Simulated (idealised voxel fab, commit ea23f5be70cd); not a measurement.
Name of the process module below: voxel released beams
Each square cell in cross-section cut measures 5 nm, and the section as a whole is 245 nm wide.
Square cells in a grid make up a cross-section in this document, and the grid is given as bands, listed from the top down, each one or more rows of cells. Look at the band entry: it leads with the top's height and the bottom's height in nm. Then it lists the materials left to right, with a width in nm for each. The word "throughout" on a single material says that material fills the band edge to edge. The word "air" is empty space. A quick word on heights: they are counted from 0, and under that level the wafer as it came to us is one material throughout. The lowest band is different from the rest in having no bottom; it simply continues downward, written as in "0 down". Width: "30 to 40" (first number = top row, second number = bottom row, same change from row to row of cells). For the purposes of this document, the phrase "nothing changed" attached to a step denotes that no cell within the cross-section was modified by that step. "Enclosed void list" lists enclosed empty spaces (at least 8 cells, no open path upward to the top), each as width x height at distance from the left edge, in nm. Read whatever lies past the settings on a step's line as the simulator's own remark about the step. The setting "overlay nm" may be written on the line of a step. When the step uses a mask, the value reports how far to the right of the planned place the mask lay, and a negative value reports that it lay to the left.

The steps planned for the process are as follows
- 1: RECEIVE, material Si
- 2: CONFORMAL_DEP, material Al2O3, thk nm 5
- 3: DIRECTIONAL_DEP, material SiO2, thk nm 10
- 4: PATTERN, tone open, mask id ANCHOR, material resist, width nm 25, thk nm 20, overlay nm 0
- 5: DIRECTIONAL_ETCH, etch materials SiO2, depth nm 10
- 6: STRIP, etch materials resist
- 7: CONFORMAL_DEP, material SiN, thk nm 10
- 8: MASKED_ETCH, tone cover, mask id BEAM, width nm 105, etch materials SiN, depth nm 10, overlay nm 0
- 9: STRIP, etch materials SiO2

First of two wafers, processed according to plan

The cross-section here shows the wafer as received, i.e. in its state after step 1
* 0 down  Si throughout
* Enclosed void list: none

Cross-section of the wafer after step 2
* 5 to 0  Al2O3 throughout
* Under the height 0 nothing was changed.

Cross-section of the wafer after step 3
* 15 to 5  SiO2 throughout
* Under the height 5 nothing was changed.

Cross-section of the wafer after step 4
* 35 to 15  resist: 70; air: 25; resist: 150
* Under the height 15 nothing was changed.

Cross-section of the wafer after step 5
* 35 to 15  resist: 70; air: 25; resist: 150
* 15 to 5  SiO2: 70; air: 25; SiO2: 150
* Under the height 5 nothing was changed.

Cross-section of the wafer after step 6
* 15 to 5  SiO2: 70; air: 25; SiO2: 150
* Under the height 5 nothing was changed.

Cross-section of the wafer after step 7
* 25 to 15  SiN: 80; air: 5; SiN: 160
* 15 to 5  SiO2: 70; SiN: 25; SiO2: 150
* Under the height 5 nothing was changed.

Cross-section of the wafer after step 8
* 25 to 15  air: 65; SiN: 15; air: 5; SiN: 85; air: 75
* Under the height 15 nothing was changed.

Cross-section of the wafer after step 9
* 25 to 15  air: 65; SiN: 15; air: 5; SiN: 85; air: 75
* 15 to 5  air: 70; SiN: 25; air: 150
* Under the height 5 nothing was changed.

Okay, second wafer. Nothing different at the start, nothing different in the plan, just one mistake somewhere in the running. As far as step 8, counting that step, it's the first wafer all over again

Here is the second wafer in cross-section at the point where step 9 of the plan should have been done
* 25 to 15  air: 65; SiN: 15; air: 5; SiN: 85; air: 75
* 15 to 5  air: 70; SiN: 25; air: 150
* Under the height 5 nothing was changed.
Which mistake was made when the wafer was run? twice over, step 9 of the plan was run
Final cross-sections of the two wafers are identical, so the mistake has no effect on what this model computes.
